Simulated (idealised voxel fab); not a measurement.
The following is a process module called voxel self aligned contacts.
Cross-section cut spans 190 nm and uses square cells 5 nm in size.
Just so we're on the same page, the cross-sections are grids of square cells, and they're listed out in bands top to bottom, each band one or more rows deep. Per band: top height and bottom height in nm, followed by the left-to-right materials and their widths in nm; "all across" marks a single material spanning edge to edge, "air" marks empty space. It should be noted that heights are counted from 0, beneath which the wafer as supplied is of one material throughout, and that the lowest band possesses no lower boundary but continues downward, as written in "0 -> down". Note: "30->40" means the width goes from the first number (top row of the band) to the second number (bottom row) in equal steps per row of cells. What does "remains unaltered" mean for a step? It means no cell of the cross-section changed in that step. Closed empty spaces (no open way to the top) of 8 cells or more are what "Sealed void listing" lists, each as width x height at distance from the left edge, nm for all three. Read whatever lies past the settings on a step's line as the simulator's own remark about the step. overlay nm, on a step with a mask: how far to the right of its planned place the mask lay; to the left if negative.
[These are the steps we planned for the process]
1,RECEIVE,material Si
2,OXIDIZE,depth nm 5
3,DIRECTIONAL_DEP,material polySi,thk nm 25
4,DIRECTIONAL_DEP,material SiN,thk nm 25
5,PATTERN,tone cover,mask id GATE,material resist,width nm 25,pitch nm 60,thk nm 20,overlay nm 0
6,DIRECTIONAL_ETCH,etch materials SiN,depth nm 25
7,DIRECTIONAL_ETCH,etch materials polySi,depth nm 25
8,STRIP,etch materials resist
9,CONFORMAL_DEP,material SiN,thk nm 10
10,DIRECTIONAL_ETCH,etch materials SiN,depth nm 10
11,FILL_DEP,material SiO2,thk nm 20
12,CMP,height nm 60
13,DIRECTIONAL_DEP,material aC,thk nm 10
14,PATTERN,tone open,mask id CONTACT,material resist,width nm 45,thk nm 25,overlay nm 0
15,DIRECTIONAL_ETCH,etch materials aC,depth nm 10
16,STRIP,etch materials resist
17,DIRECTIONAL_ETCH,etch materials SiO2,depth nm 65
18,STRIP,etch materials aC
19,CONFORMAL_DEP,material TiN,thk nm 5
20,FILL_DEP,material Ru,thk nm 10
21,CMP,height nm 60
22,CONFORMAL_DEP,material SiCN,thk nm 5
[Account of the first of two wafers, which was processed as intended]
[This is the cross-section of the wafer as we received it, i.e. after step 1]
* 0 -> down = Si all across
* Sealed void listing: none
[The wafer in cross-section once step 2 is complete]
* 0 -> -5 = SiO2 all across
* Nothing below the height -5 has changed.
[The wafer in cross-section once step 3 is complete]
* 25 -> 0 = polySi all across
* Nothing below the height 0 has changed.
[The wafer in cross-section once step 4 is complete]
* 50 -> 25 = SiN all across
* Nothing below the height 25 has changed.
[The wafer in cross-section once step 5 is complete]
* 70 -> 50 = 50 of air; 25 of resist; 35 of air; 25 of resist; 55 of air
* Nothing below the height 50 has changed.
[The wafer in cross-section once step 6 is complete]
* 70 -> 50 = 50 of air; 25 of resist; 35 of air; 25 of resist; 55 of air
* 50 -> 25 = 50 of air; 25 of SiN; 35 of air; 25 of SiN; 55 of air
* Nothing below the height 25 has changed.
[The wafer in cross-section once step 7 is complete]
* 70 -> 50 = 50 of air; 25 of resist; 35 of air; 25 of resist; 55 of air
* 50 -> 25 = 50 of air; 25 of SiN; 35 of air; 25 of SiN; 55 of air
* 25 -> 0 = 50 of air; 25 of polySi; 35 of air; 25 of polySi; 55 of air
* Nothing below the height 0 has changed.
[The wafer in cross-section once step 8 is complete]
* 50 -> 25 = 50 of air; 25 of SiN; 35 of air; 25 of SiN; 55 of air
* Nothing below the height 25 has changed.
[The wafer in cross-section once step 9 is complete]
* 60 -> 25 = 40 of air; 45 of SiN; 15 of air; 45 of SiN; 45 of air
* 25 -> 10 = 40 of air; 10 of SiN; 25 of polySi; 10 of SiN; 15 of air; 10 of SiN; 25 of polySi; 10 of SiN; 45 of air
* 10 -> 0 = 50 of SiN; 25 of polySi; 35 of SiN; 25 of polySi; 55 of SiN
* Nothing below the height 0 has changed.
[The wafer in cross-section once step 10 is complete]
* 50 -> 25 = 40 of air; 45 of SiN; 15 of air; 45 of SiN; 45 of air
* 25 -> 0 = 40 of air; 10 of SiN; 25 of polySi; 10 of SiN; 15 of air; 10 of SiN; 25 of polySi; 10 of SiN; 45 of air
* Nothing below the height 0 has changed.
[The wafer in cross-section once step 11 is complete]
* 70 -> 50 = SiO2 all across
* 50 -> 25 = 40 of SiO2; 45 of SiN; 15 of SiO2; 45 of SiN; 45 of SiO2
* 25 -> 0 = 40 of SiO2; 10 of SiN; 25 of polySi; 10 of SiN; 15 of SiO2; 10 of SiN; 25 of polySi; 10 of SiN; 45 of SiO2
* Nothing below the height 0 has changed.
[The wafer in cross-section once step 12 is complete]
* 60 -> 50 = SiO2 all across
* Nothing below the height 50 has changed.
[The wafer in cross-section once step 13 is complete]
* 70 -> 60 = aC all across
* Nothing below the height 60 has changed.
[The wafer in cross-section once step 14 is complete]
* 95 -> 70 = 70 of resist; 45 of air; 75 of resist
* Nothing below the height 70 has changed.
[The wafer in cross-section once step 15 is complete]
* 85 -> 70 = 70 of resist; 45 of air; 75 of resist
* 70 -> 60 = 70 of aC; 45 of air; 75 of aC
* Nothing below the height 60 has changed.
[The wafer in cross-section once step 16 is complete]
* 70 -> 60 = 70 of aC; 45 of air; 75 of aC
* Nothing below the height 60 has changed.
[The wafer in cross-section once step 17 is complete]
* 70 -> 60 = 70 of aC; 45 of air; 75 of aC
* 60 -> 50 = 70 of SiO2; 45 of air; 75 of SiO2
* 50 -> 25 = 40 of SiO2; 45 of SiN; 15 of air; 45 of SiN; 45 of SiO2
* 25 -> 0 = 40 of SiO2; 10 of SiN; 25 of polySi; 10 of SiN; 15 of air; 10 of SiN; 25 of polySi; 10 of SiN; 45 of SiO2
* 0 -> -5 = 85 of SiO2; 15 of air; 90 of SiO2
* Nothing below the height -5 has changed.
[The wafer in cross-section once step 18 is complete]
* 60 -> 50 = 70 of SiO2; 45 of air; 75 of SiO2
* Nothing below the height 50 has changed.
[The wafer in cross-section once step 19 is complete]
* 65 -> 60 = 75 of TiN; 35 of air; 80 of TiN
* 60 -> 50 = 70 of SiO2; 5->20 of TiN; 35->5 of air; 5->20 of TiN; 75 of SiO2
* 50 -> 25 = 40 of SiO2; 45 of SiN; 5 of TiN; 5 of air; 5 of TiN; 45 of SiN; 45 of SiO2
* 25 -> 0 = 40 of SiO2; 10 of SiN; 25 of polySi; 10 of SiN; 5 of TiN; 5 of air; 5 of TiN; 10 of SiN; 25 of polySi; 10 of SiN; 45 of SiO2
* 0 -> -5 = 85 of SiO2; 15 of TiN; 90 of SiO2
* Nothing below the height -5 has changed.
[The wafer in cross-section once step 20 is complete]
* 75 -> 65 = Ru all across
* 65 -> 60 = 75 of TiN; 35 of Ru; 80 of TiN
* 60 -> 50 = 70 of SiO2; 5->20 of TiN; 35->5 of Ru; 5->20 of TiN; 75 of SiO2
* 50 -> 25 = 40 of SiO2; 45 of SiN; 5 of TiN; 5 of Ru; 5 of TiN; 45 of SiN; 45 of SiO2
* 25 -> 0 = 40 of SiO2; 10 of SiN; 25 of polySi; 10 of SiN; 5 of TiN; 5 of Ru; 5 of TiN; 10 of SiN; 25 of polySi; 10 of SiN; 45 of SiO2
* Nothing below the height 0 has changed.
[The wafer in cross-section once step 21 is complete]
* 60 -> 50 = 70 of SiO2; 5->20 of TiN; 35->5 of Ru; 5->20 of TiN; 75 of SiO2
* Nothing below the height 50 has changed.
[The wafer in cross-section once step 22 is complete]
* 65 -> 60 = SiCN all across
* Nothing below the height 60 has changed.
[What follows concerns the second wafer, which started out like the first and was meant to follow the very same plan; one mistake crept in when it was run, but everything up to and including step 4 is the same as for the first wafer]
[The second wafer cut through, at the time step 5 was supposed to be finished]
* 70 -> 50 = 55 of air; 15 of resist; 45 of air; 15 of resist; 60 of air
* Nothing below the height 50 has changed.
[The second wafer cut through, at the time step 6 was supposed to be finished]
* 70 -> 50 = 55 of air; 15 of resist; 45 of air; 15 of resist; 60 of air
* 50 -> 25 = 55 of air; 15 of SiN; 45 of air; 15 of SiN; 60 of air
* Nothing below the height 25 has changed.
[The second wafer cut through, at the time step 7 was supposed to be finished]
* 70 -> 50 = 55 of air; 15 of resist; 45 of air; 15 of resist; 60 of air
* 50 -> 25 = 55 of air; 15 of SiN; 45 of air; 15 of SiN; 60 of air
* 25 -> 0 = 55 of air; 15 of polySi; 45 of air; 15 of polySi; 60 of air
* Nothing below the height 0 has changed.
[The second wafer cut through, at the time step 8 was supposed to be finished]
* 50 -> 25 = 55 of air; 15 of SiN; 45 of air; 15 of SiN; 60 of air
* Nothing below the height 25 has changed.
[The second wafer cut through, at the time step 9 was supposed to be finished]
* 60 -> 25 = 45 of air; 35 of SiN; 25 of air; 35 of SiN; 50 of air
* 25 -> 10 = 45 of air; 10 of SiN; 15 of polySi; 10 of SiN; 25 of air; 10 of SiN; 15 of polySi; 10 of SiN; 50 of air
* 10 -> 0 = 55 of SiN; 15 of polySi; 45 of SiN; 15 of polySi; 60 of SiN
* Nothing below the height 0 has changed.
[The second wafer cut through, at the time step 10 was supposed to be finished]
* 50 -> 25 = 45 of air; 35 of SiN; 25 of air; 35 of SiN; 50 of air
* 25 -> 0 = 45 of air; 10 of SiN; 15 of polySi; 10 of SiN; 25 of air; 10 of SiN; 15 of polySi; 10 of SiN; 50 of air
* Nothing below the height 0 has changed.
[The second wafer cut through, at the time step 11 was supposed to be finished]
* 70 -> 50 = SiO2 all across
* 50 -> 25 = 45 of SiO2; 35 of SiN; 25 of SiO2; 35 of SiN; 50 of SiO2
* 25 -> 0 = 45 of SiO2; 10 of SiN; 15 of polySi; 10 of SiN; 25 of SiO2; 10 of SiN; 15 of polySi; 10 of SiN; 50 of SiO2
* Nothing below the height 0 has changed.
[The second wafer cut through, at the time step 12 was supposed to be finished]
* 60 -> 50 = SiO2 all across
* Nothing below the height 50 has changed.
[The second wafer cut through, at the time step 13 was supposed to be finished]
* 70 -> 60 = aC all across
* Nothing below the height 60 has changed.
[The second wafer cut through, at the time step 14 was supposed to be finished]
* 95 -> 70 = 70 of resist; 45 of air; 75 of resist
* Nothing below the height 70 has changed.
[The second wafer cut through, at the time step 15 was supposed to be finished]
* 85 -> 70 = 70 of resist; 45 of air; 75 of resist
* 70 -> 60 = 70 of aC; 45 of air; 75 of aC
* Nothing below the height 60 has changed.
[The second wafer cut through, at the time step 16 was supposed to be finished]
* 70 -> 60 = 70 of aC; 45 of air; 75 of aC
* Nothing below the height 60 has changed.
[The second wafer cut through, at the time step 17 was supposed to be finished]
* 70 -> 60 = 70 of aC; 45 of air; 75 of aC
* 60 -> 50 = 70 of SiO2; 45 of air; 75 of SiO2
* 50 -> 25 = 45 of SiO2; 35 of SiN; 25 of air; 35 of SiN; 50 of SiO2
* 25 -> 0 = 45 of SiO2; 10 of SiN; 15 of polySi; 10 of SiN; 25 of air; 10 of SiN; 15 of polySi; 10 of SiN; 50 of SiO2
* 0 -> -5 = 80 of SiO2; 25 of air; 85 of SiO2
* Nothing below the height -5 has changed.
[The second wafer cut through, at the time step 18 was supposed to be finished]
* 60 -> 50 = 70 of SiO2; 45 of air; 75 of SiO2
* Nothing below the height 50 has changed.
[The second wafer cut through, at the time step 19 was supposed to be finished]
* 65 -> 60 = 75 of TiN; 35 of air; 80 of TiN
* 60 -> 50 = 70 of SiO2; 5->15 of TiN; 35->15 of air; 5->15 of TiN; 75 of SiO2
* 50 -> 25 = 45 of SiO2; 35 of SiN; 5 of TiN; 15 of air; 5 of TiN; 35 of SiN; 50 of SiO2
* 25 -> 0 = 45 of SiO2; 10 of SiN; 15 of polySi; 10 of SiN; 5 of TiN; 15 of air; 5 of TiN; 10 of SiN; 15 of polySi; 10 of SiN; 50 of SiO2
* 0 -> -5 = 80 of SiO2; 25 of TiN; 85 of SiO2
* Nothing below the height -5 has changed.
[The second wafer cut through, at the time step 20 was supposed to be finished]
* 75 -> 65 = Ru all across
* 65 -> 60 = 75 of TiN; 35 of Ru; 80 of TiN
* 60 -> 50 = 70 of SiO2; 5->15 of TiN; 35->15 of Ru; 5->15 of TiN; 75 of SiO2
* 50 -> 25 = 45 of SiO2; 35 of SiN; 5 of TiN; 15 of Ru; 5 of TiN; 35 of SiN; 50 of SiO2
* 25 -> 0 = 45 of SiO2; 10 of SiN; 15 of polySi; 10 of SiN; 5 of TiN; 15 of Ru; 5 of TiN; 10 of SiN; 15 of polySi; 10 of SiN; 50 of SiO2
* Nothing below the height 0 has changed.
[The second wafer cut through, at the time step 21 was supposed to be finished]
* 60 -> 50 = 70 of SiO2; 5->15 of TiN; 35->15 of Ru; 5->15 of TiN; 75 of SiO2
* Nothing below the height 50 has changed.
[The second wafer cut through, at the time step 22 was supposed to be finished]
* 65 -> 60 = SiCN all across
* Nothing below the height 60 has changed.
What was done differently from what was planned? step 5 changed vs plan, executed as PATTERN,tone cover,mask id GATE,material resist,width nm 15,pitch nm 60,thk nm 20,overlay nm 0
Final comparison by cell count, materials where the second wafer has more or fewer than the first: Ru +22 | SiN -20 | SiO2 +18 | polySi -20
